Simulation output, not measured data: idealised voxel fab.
Process module under the name voxel transistor to metal
FYI the section here is cut, 180 nm wide, cells are 5 nm squares.
Cross-section, as written here: a square-cell grid given band by band from the top down, where a band holds one or more rows of cells.
Each band's line starts with the height of the band's top and of its bottom, in nm. Then come its materials from left to right, each with its width in nm. One material with "everywhere" fills the band from edge to edge. "air" is empty space.
Height datum 0, below which the as-received substrate wafer is one material. Lowest band open at the bottom, running downward: "0 -> down".
Width "30->40": first value at the band's top row of cells, second value at its bottom row, equal change from row to row.
"all unchanged" for a step: no cell of the cross-section changed in that step.
"Closed internal cavities" enumerates empty spaces isolated from the top, with no open way to it, that contain at least 8 cells, giving each as width x height at distance from the left edge, all three in nm.
Heads up: the bit after the settings on a step's line is the simulator's remark on that step.
"overlay nm", when on a step's line for a step with a mask, measures how far to the right of its planned place the mask lay; a negative measure means to the left.

## The following list gives the planned process steps
- 1: RECEIVE | material Si
- 2: OXIDIZE | depth nm 5
- 3: CONFORMAL_DEP | material SiN | thk nm 10
- 4: MASKED_ETCH | tone cover | mask id ACTIVE | width nm 125 | etch materials SiN | depth nm 10 | overlay nm 0
- 5: MASKED_ETCH | tone cover | mask id ACTIVE | width nm 125 | etch materials SiO2 | depth nm 5 | overlay nm 0
- 6: MASKED_ETCH | tone cover | mask id ACTIVE | width nm 125 | etch materials Si | depth nm 20 | overlay nm 0
- 7: OXIDIZE | depth nm 5
- 8: FILL_DEP | material SiO2 | thk nm 15
- 9: CMP | height nm 10
- 10: SELECTIVE_ETCH | etch materials SiO2 | depth nm 5
- 11: STRIP | etch materials SiN
- 12: SELECTIVE_ETCH | etch materials SiO2 | depth nm 5
- 13: OXIDIZE | depth nm 5
- 14: DIRECTIONAL_DEP | material polySi | thk nm 25
- 15: DIRECTIONAL_DEP | material SiCN | thk nm 10
- 16: MASKED_ETCH | tone cover | mask id GATE | width nm 35 | etch materials SiCN | depth nm 20 | overlay nm 0
- 17: MASKED_ETCH | tone cover | mask id GATE | width nm 35 | etch materials polySi | depth nm 35 | overlay nm 0
- 18: CONFORMAL_DEP | material SiO2 | thk nm 5
- 19: DIRECTIONAL_ETCH | etch materials SiO2 | depth nm 5
- 20: CONFORMAL_DEP | material SiN | thk nm 5
- 21: DIRECTIONAL_ETCH | etch materials SiN | depth nm 5
- 22: DIRECTIONAL_ETCH | etch materials SiO2 | depth nm 5
- 23: DIRECTIONAL_ETCH | etch materials Si | depth nm 10
- 24: EPI | material SiGe | thk nm 15
- 25: FILL_DEP | material SiO2 | thk nm 10
- 26: CMP | height nm 20
- 27: STRIP | etch materials polySi
- 28: SELECTIVE_ETCH | etch materials SiO2 | depth nm 5
- 29: CONFORMAL_DEP | material HfO2 | thk nm 5
- 30: CONFORMAL_DEP | material TiN | thk nm 5
- 31: FILL_DEP | material W | thk nm 10
- 32: CMP | height nm 15
- 33: DIRECTIONAL_DEP | material SiO2 | thk nm 15
- 34: MASKED_ETCH | tone open | mask id CONTACT | width nm 20 | pitch nm 85 | etch materials SiO2 | depth nm 35 | overlay nm 0
- 35: CONFORMAL_DEP | material TiN | thk nm 5
- 36: FILL_DEP | material Ru | thk nm 5
- 37: CMP | height nm 30
- 38: CONFORMAL_DEP | material SiN | thk nm 5
- 39: DIRECTIONAL_DEP | material lowk | thk nm 15
- 40: DIRECTIONAL_DEP | material aC | thk nm 15
- 41: PATTERN | tone open | mask id METAL_1 | material resist | width nm 20 | pitch nm 85 | thk nm 35 | overlay nm 0
- 42: DIRECTIONAL_ETCH | etch materials aC | depth nm 15
- 43: STRIP | etch materials resist
- 44: DIRECTIONAL_ETCH | etch materials lowk | depth nm 15
- 45: DIRECTIONAL_ETCH | etch materials SiN | depth nm 5
- 46: STRIP | etch materials aC
- 47: CONFORMAL_DEP | material TiN | thk nm 5
- 48: FILL_DEP | material Ru | thk nm 5
- 49: CMP | height nm 50
- 50: CONFORMAL_DEP | material SiCN | thk nm 5

## Cross-section of the wafer upon arrival, representing the state reached after step 1
* 0 -> down  Si everywhere
* Closed internal cavities: none

## first wafer at the end, as planned
* 55 -> 50  SiCN everywhere
* 50 -> 35  35 of lowk  5 of TiN  10 of Ru  5 of TiN  65 of lowk  5 of TiN  10 of Ru  5 of TiN  40 of lowk
* 35 -> 30  35 of SiN  20 of TiN  65 of SiN  20 of TiN  40 of SiN
* 30 -> 15  35 of SiO2  5 of TiN  10 of Ru  5 of TiN  65 of SiO2  5 of TiN  10 of Ru  5 of TiN  40 of SiO2
* 15 -> 10  35 of SiO2  5 of TiN  10 of Ru  5 of TiN  5 of SiO2  5 of SiN  5 of HfO2  5 of TiN  25 of W  5 of TiN  5 of HfO2  5 of SiN  5 of SiO2  5 of TiN  10 of Ru  5 of TiN  40 of SiO2
* 10 -> 5  35 of SiO2  20 of TiN  5 of SiO2  5 of SiN  5 of HfO2  5 of TiN  25 of W  5 of TiN  5 of HfO2  5 of SiN  5 of SiO2  20 of TiN  40 of SiO2
* 5 -> 0  35 of SiO2  10 of TiN  15 of SiGe  5 of SiN  5 of HfO2  5 of TiN  25 of W  5 of TiN  5 of HfO2  5 of SiN  15 of SiGe  10 of TiN  40 of SiO2
* 0 -> -5  25 of SiO2  5 of SiN  5 of SiO2  10 of TiN  15 of SiGe  5 of SiN  5 of HfO2  35 of TiN  5 of HfO2  5 of SiN  15 of SiGe  10 of TiN  5 of SiO2  5 of SiN  30 of SiO2
* -5 -> -10  30 of SiO2  30 of SiGe  5 of SiO2  45 of HfO2  5 of SiO2  30 of SiGe  35 of SiO2
* -10 -> -20  30 of SiO2  30 of SiGe  55 of Si  30 of SiGe  35 of SiO2
* -20 -> -30  30 of SiO2  115 of Si  35 of SiO2
* -30 -> down  Si everywhere
* Closed internal cavities: none

## What the second wafer looks like in cross-section once the module is done. Its start and its plan matched the first wafer's exactly; what differed was one mistake in how it was run
* 55 -> 50  SiCN everywhere
* 50 -> 35  35 of lowk  5 of TiN  10 of Ru  5 of TiN  65 of lowk  5 of TiN  10 of Ru  5 of TiN  40 of lowk
* 35 -> 30  35 of SiN  20 of TiN  65 of SiN  20 of TiN  40 of SiN
* 30 -> 15  35 of SiO2  5 of TiN  10 of Ru  5 of TiN  65 of SiO2  5 of TiN  10 of Ru  5 of TiN  40 of SiO2
* 15 -> 10  35 of SiO2  20 of TiN  5 of SiO2  5 of SiN  45 of HfO2  5 of SiN  5 of SiO2  20 of TiN  40 of SiO2
* 10 -> 0  25 of SiO2  125 of SiN  30 of SiO2
* 0 -> -5  SiO2 everywhere
* -5 -> -30  30 of SiO2  115 of Si  35 of SiO2
* -30 -> down  Si everywhere
* Closed internal cavities: none
Deviation noted in wafer processing: step 9 was run on a setting that differed from the plan, and what really ran there is CMP | height nm 20
End check, counted in cells, second wafer has more or fewer of these materials than the first: HfO2: 8 fewer; Ru: 4 fewer; Si: 47 more; SiGe: 48 fewer; SiN: 42 more; SiO2: 11 more; TiN: 25 fewer; W: 15 fewer
